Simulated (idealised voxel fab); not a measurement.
Module name: voxel transistor to metal (process module)
165 nm wide, 5 nm square cells: that's cross-section cut.
Square cells in a grid make up a cross-section in this document, and the grid is given as bands, listed from the top down, each one or more rows of cells. Band: top and bottom heights (nm) first, top before bottom; then materials from left to right, widths in nm. "all across" marks a sole material filling the band edge to edge. "empty" denotes empty space. Below 0: as-received wafer, all one material; heights counted from there. Lowest band: no bottom, goes on down, written "0 and below". The width entry "30..40" should be interpreted row by row: the top row of cells in the band takes the first number, the bottom row takes the second number, and the change between adjacent rows is uniform throughout. A step reported as "left unchanged" is a step in which no cell of the cross-section changed. Closed empty spaces (no open way to the top) of 8 cells or more are what "Closed internal voids" lists, each as width x height at distance from the left edge, nm for all three. Past the settings on a step's line: simulator remark, on that step. "overlay nm", when on a step's line for a step with a mask, measures how far to the right of its planned place the mask lay; a negative measure means to the left.

### Steps in the process plan
1,RECEIVE,material Si
2,CONFORMAL_DEP,material SiO2,thk nm 5
3,CONFORMAL_DEP,material SiN,thk nm 10
4,MASKED_ETCH,tone cover,mask id ACTIVE,width nm 110,etch materials SiN,depth nm 10,overlay nm 0
5,MASKED_ETCH,tone cover,mask id ACTIVE,width nm 110,etch materials SiO2,depth nm 5,overlay nm 0
6,MASKED_ETCH,tone cover,mask id ACTIVE,width nm 110,etch materials Si,depth nm 35,overlay nm 0
7,FILL_DEP,material SiO2,thk nm 15
8,CMP,height nm 15
9,SELECTIVE_ETCH,etch materials SiO2,depth nm 10
10,STRIP,etch materials SiN
11,SELECTIVE_ETCH,etch materials SiO2,depth nm 5
12,OXIDIZE,depth nm 5
13,DIRECTIONAL_DEP,material polySi,thk nm 20
14,DIRECTIONAL_DEP,material SiCN,thk nm 10
15,DIRECTIONAL_DEP,material aC,thk nm 15
16,PATTERN,tone cover,mask id GATE,material resist,width nm 20,thk nm 30,overlay nm 0
17,DIRECTIONAL_ETCH,etch materials aC,depth nm 15
18,STRIP,etch materials resist
19,DIRECTIONAL_ETCH,etch materials SiCN,depth nm 20
20,DIRECTIONAL_ETCH,etch materials polySi,depth nm 35
21,STRIP,etch materials aC
22,CONFORMAL_DEP,material SiO2,thk nm 5
23,DIRECTIONAL_ETCH,etch materials SiO2,depth nm 5
24,CONFORMAL_DEP,material SiN,thk nm 5
25,DIRECTIONAL_ETCH,etch materials SiN,depth nm 5
26,DIRECTIONAL_ETCH,etch materials SiO2,depth nm 5
27,DIRECTIONAL_ETCH,etch materials Si,depth nm 10
28,EPI,material nSi,thk nm 15
29,FILL_DEP,material SiO2,thk nm 5
30,CMP,height nm 35
31,DIRECTIONAL_DEP,material SiO2,thk nm 10
32,PATTERN,tone open,mask id CONTACT,material resist,width nm 35,pitch nm 65,thk nm 20,overlay nm 0
33,DIRECTIONAL_ETCH,etch materials SiO2,depth nm 45
34,STRIP,etch materials resist
35,CONFORMAL_DEP,material TiN,thk nm 5
36,FILL_DEP,material Ru,thk nm 10
37,CMP,height nm 45
38,CONFORMAL_DEP,material SiN,thk nm 5
39,DIRECTIONAL_DEP,material lowk,thk nm 20
40,PATTERN,tone open,mask id METAL_1,material resist,width nm 20,pitch nm 80,thk nm 15,overlay nm 0
41,DIRECTIONAL_ETCH,etch materials lowk,depth nm 20
42,DIRECTIONAL_ETCH,etch materials SiN,depth nm 5
43,STRIP,etch materials resist
44,CONFORMAL_DEP,material TiN,thk nm 5
45,FILL_DEP,material W,thk nm 5
46,CMP,height nm 70
47,CONFORMAL_DEP,material SiCN,thk nm 5
Split variable: thk nm, step 13. Plan value = first wafer. Wafers start alike.

### As received, i.e. after step 1: cross-section through the first of several wafers
- 0 and below = Si all across
- Closed internal voids: none

### Each row below is a wafer at the end of the module, listing for every material the number of cells it has gained (+) or lost (-) since it was received, followed by its closed voids
thk nm 20, +56 Ru, -127 Si, +41 SiCN, +37 SiN, +230 SiO2, +70 TiN, +16 W, +100 lowk, +56 nSi, +16 polySi, Closed internal voids: none
thk nm 25, +54 Ru, -127 Si, +41 SiCN, +39 SiN, +226 SiO2, +70 TiN, +16 W, +100 lowk, +56 nSi, +20 polySi, Closed internal voids: none
thk nm 30, +54 Ru, -127 Si, +37 SiCN, +39 SiN, +226 SiO2, +70 TiN, +16 W, +100 lowk, +56 nSi, +24 polySi, Closed internal voids: none
thk nm 35, +54 Ru, -127 Si, +33 SiCN, +39 SiN, +226 SiO2, +70 TiN, +16 W, +100 lowk, +56 nSi, +28 polySi, Closed internal voids: none
